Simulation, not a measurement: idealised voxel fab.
process module | voxel transistor to metal
cross-section cut | 205 nm wide | cells 5 nm
A cross-section is a grid of square cells, given in bands from the top down. A band is one or more rows of cells.
Each band's line starts with the height of the band's top and of its bottom, in nm. Then come its materials from left to right, each with its width in nm. One material with "throughout" fills the band from edge to edge. "air" is empty space.
Height 0 is the level under which the wafer as received is all one material. The lowest band goes on downwards, as in "0 down".
A width such as "30 to 40" changes by the same amount from each row of cells to the next, from the band's top row to its bottom row.
"no change" after a step means that no cell of the cross-section changed.
closed voids: empty space of 8 cells or more with no open way to the top, each as width x height at its distance from the left edge, in nm
after a step's settings: what the simulator itself notes on the step
overlay nm, on a step with a mask: how far to the right of its planned place the mask lay; to the left if negative
plan
1 op RECEIVE | material Si
2 op CONFORMAL_DEP | material SiO2 | thk nm 5
3 op CONFORMAL_DEP | material SiN | thk nm 15
4 op PATTERN | tone cover | mask id ACTIVE | material resist | width nm 105 | thk nm 20 | overlay nm 0
5 op DIRECTIONAL_ETCH | etch materials SiN | depth nm 15
6 op DIRECTIONAL_ETCH | etch materials SiO2 | depth nm 5
7 op DIRECTIONAL_ETCH | etch materials Si | depth nm 20
8 op STRIP | etch materials resist
9 op FILL_DEP | material SiO2 | thk nm 15
10 op CMP | height nm 20
11 op SELECTIVE_ETCH | etch materials SiO2 | depth nm 10
12 op STRIP | etch materials SiN
13 op SELECTIVE_ETCH | etch materials SiO2 | depth nm 5
14 op OXIDIZE | depth nm 5
15 op DIRECTIONAL_DEP | material polySi | thk nm 20
16 op DIRECTIONAL_DEP | material SiCN | thk nm 15
17 op PATTERN | tone cover | mask id GATE | material resist | width nm 25 | thk nm 20 | overlay nm 0
18 op DIRECTIONAL_ETCH | etch materials SiCN | depth nm 25
19 op DIRECTIONAL_ETCH | etch materials polySi | depth nm 30
20 op STRIP | etch materials resist
21 op CONFORMAL_DEP | material SiN | thk nm 10
22 op DIRECTIONAL_ETCH | etch materials SiN | depth nm 10
23 op DIRECTIONAL_ETCH | etch materials SiO2 | depth nm 5
24 op DIRECTIONAL_ETCH | etch materials Si | depth nm 15
25 op EPI | material SiGe | thk nm 15
26 op FILL_DEP | material SiO2 | thk nm 5
27 op CMP | height nm 35
28 op DIRECTIONAL_DEP | material SiO2 | thk nm 15
29 op MASKED_ETCH | tone open | mask id CONTACT | width nm 15 | pitch nm 80 | etch materials SiO2 | depth nm 40 | overlay nm 0
30 op CONFORMAL_DEP | material TiN | thk nm 5
31 op FILL_DEP | material Ru | thk nm 5
32 op CMP | height nm 50
33 op CONFORMAL_DEP | material SiN | thk nm 5
34 op DIRECTIONAL_DEP | material lowk | thk nm 15
35 op DIRECTIONAL_DEP | material aC | thk nm 10
36 op PATTERN | tone open | mask id METAL_1 | material resist | width nm 15 | pitch nm 80 | thk nm 30 | overlay nm 0
37 op DIRECTIONAL_ETCH | etch materials aC | depth nm 10
38 op STRIP | etch materials resist
39 op DIRECTIONAL_ETCH | etch materials lowk | depth nm 15
40 op DIRECTIONAL_ETCH | etch materials SiN | depth nm 5
41 op STRIP | etch materials aC
42 op CONFORMAL_DEP | material TiN | thk nm 5
43 op FILL_DEP | material Cu | thk nm 10
44 op CMP | height nm 70
45 op CONFORMAL_DEP | material SiCN | thk nm 5
46 op DIRECTIONAL_DEP | material lowk | thk nm 30
47 op DIRECTIONAL_DEP | material aC | thk nm 15
48 op PATTERN | tone open | mask id METAL_2 | material resist | width nm 15 | pitch nm 80 | thk nm 30 | overlay nm 0
49 op DIRECTIONAL_ETCH | etch materials aC | depth nm 15
50 op STRIP | etch materials resist
51 op DIRECTIONAL_ETCH | etch materials lowk | depth nm 20
52 op STRIP | etch materials aC
53 op MASKED_ETCH | tone open | mask id METAL_2_HOLES | width nm 15 | pitch nm 80 | etch materials lowk | depth nm 10 | overlay nm 0
54 op MASKED_ETCH | tone open | mask id METAL_2_HOLES | width nm 15 | pitch nm 80 | etch materials SiCN | depth nm 5 | overlay nm 0
55 op CONFORMAL_DEP | material TiN | thk nm 5
56 op FILL_DEP | material Cu | thk nm 10
57 op CMP | height nm 105
58 op CONFORMAL_DEP | material SiN | thk nm 5
as received, after step 1
  0 down: Si throughout
  closed voids: none
first wafer at the end, as planned
  110 to 105: SiN throughout
  105 to 75: lowk 55 | TiN 5 | Cu 5 | TiN 5 | lowk 65 | TiN 5 | Cu 5 | TiN 5 | lowk 55
  75 to 70: SiCN 55 | TiN 15 | SiCN 65 | TiN 15 | SiCN 55
  70 to 55: lowk 55 | TiN 5 | Cu 5 | TiN 5 | lowk 65 | TiN 5 | Cu 5 | TiN 5 | lowk 55
  55 to 50: SiN 55 | TiN 15 | SiN 65 | TiN 15 | SiN 55
  50 to 35: SiO2 55 | TiN 5 | Ru 5 | TiN 5 | SiO2 65 | TiN 5 | Ru 5 | TiN 5 | SiO2 55
  35 to 20: SiO2 55 | TiN 5 | Ru 5 | TiN 5 | SiO2 10 | SiN 10 | SiCN 25 | SiN 10 | SiO2 10 | TiN 5 | Ru 5 | TiN 5 | SiO2 55
  20 to 15: SiO2 55 | TiN 5 | Ru 5 | TiN 5 | SiO2 10 | SiN 10 | polySi 25 | SiN 10 | SiO2 10 | TiN 5 | Ru 5 | TiN 5 | SiO2 55
  15 to 10: SiO2 55 | TiN 15 | SiO2 10 | SiN 10 | polySi 25 | SiN 10 | SiO2 10 | TiN 15 | SiO2 55
  10 to 5: SiO2 50 | SiGe 30 | SiN 10 | polySi 25 | SiN 10 | SiGe 30 | SiO2 50
  5 to 0: SiO2 45 | SiN 10 | SiGe 25 | SiN 10 | polySi 25 | SiN 10 | SiGe 25 | SiN 10 | SiO2 45
  0 to -5: SiO2 55 | SiGe 25 | SiO2 45 | SiGe 25 | SiO2 55
  -5 to -20: SiO2 50 | Si 5 | SiGe 25 | Si 45 | SiGe 25 | Si 5 | SiO2 50
  -20 down: Si throughout
  closed voids: none
second wafer at the end: like start, like plan, one mistake
  110 to 105: SiN throughout
  105 to 75: lowk 55 | TiN 5 | Cu 5 | TiN 5 | lowk 65 | TiN 5 | Cu 5 | TiN 5 | lowk 55
  75 to 70: SiCN 55 | TiN 15 | SiCN 65 | TiN 15 | SiCN 55
  70 to 55: lowk 65 | TiN 5 | Cu 5 | TiN 5 | lowk 65 | TiN 5 | Cu 5 | TiN 5 | lowk 45
  55 to 50: SiN 65 | TiN 15 | SiN 65 | TiN 15 | SiN 45
  50 to 35: SiO2 55 | TiN 5 | Ru 5 | TiN 5 | SiO2 65 | TiN 5 | Ru 5 | TiN 5 | SiO2 55
  35 to 20: SiO2 55 | TiN 5 | Ru 5 | TiN 5 | SiO2 10 | SiN 10 | SiCN 25 | SiN 10 | SiO2 10 | TiN 5 | Ru 5 | TiN 5 | SiO2 55
  20 to 15: SiO2 55 | TiN 5 | Ru 5 | TiN 5 | SiO2 10 | SiN 10 | polySi 25 | SiN 10 | SiO2 10 | TiN 5 | Ru 5 | TiN 5 | SiO2 55
  15 to 10: SiO2 55 | TiN 15 | SiO2 10 | SiN 10 | polySi 25 | SiN 10 | SiO2 10 | TiN 15 | SiO2 55
  10 to 5: SiO2 50 | SiGe 30 | SiN 10 | polySi 25 | SiN 10 | SiGe 30 | SiO2 50
  5 to 0: SiO2 45 | SiN 10 | SiGe 25 | SiN 10 | polySi 25 | SiN 10 | SiGe 25 | SiN 10 | SiO2 45
  0 to -5: SiO2 55 | SiGe 25 | SiO2 45 | SiGe 25 | SiO2 55
  -5 to -20: SiO2 50 | Si 5 | SiGe 25 | Si 45 | SiGe 25 | Si 5 | SiO2 50
  -20 down: Si throughout
  closed voids: none
what went wrong: step 36 ran as: op PATTERN | tone open | mask id METAL_1 | material resist | width nm 15 | pitch nm 80 | thk nm 30 | overlay nm 10
at the end the second wafer has, in cells: as many of each material as the first, in other places
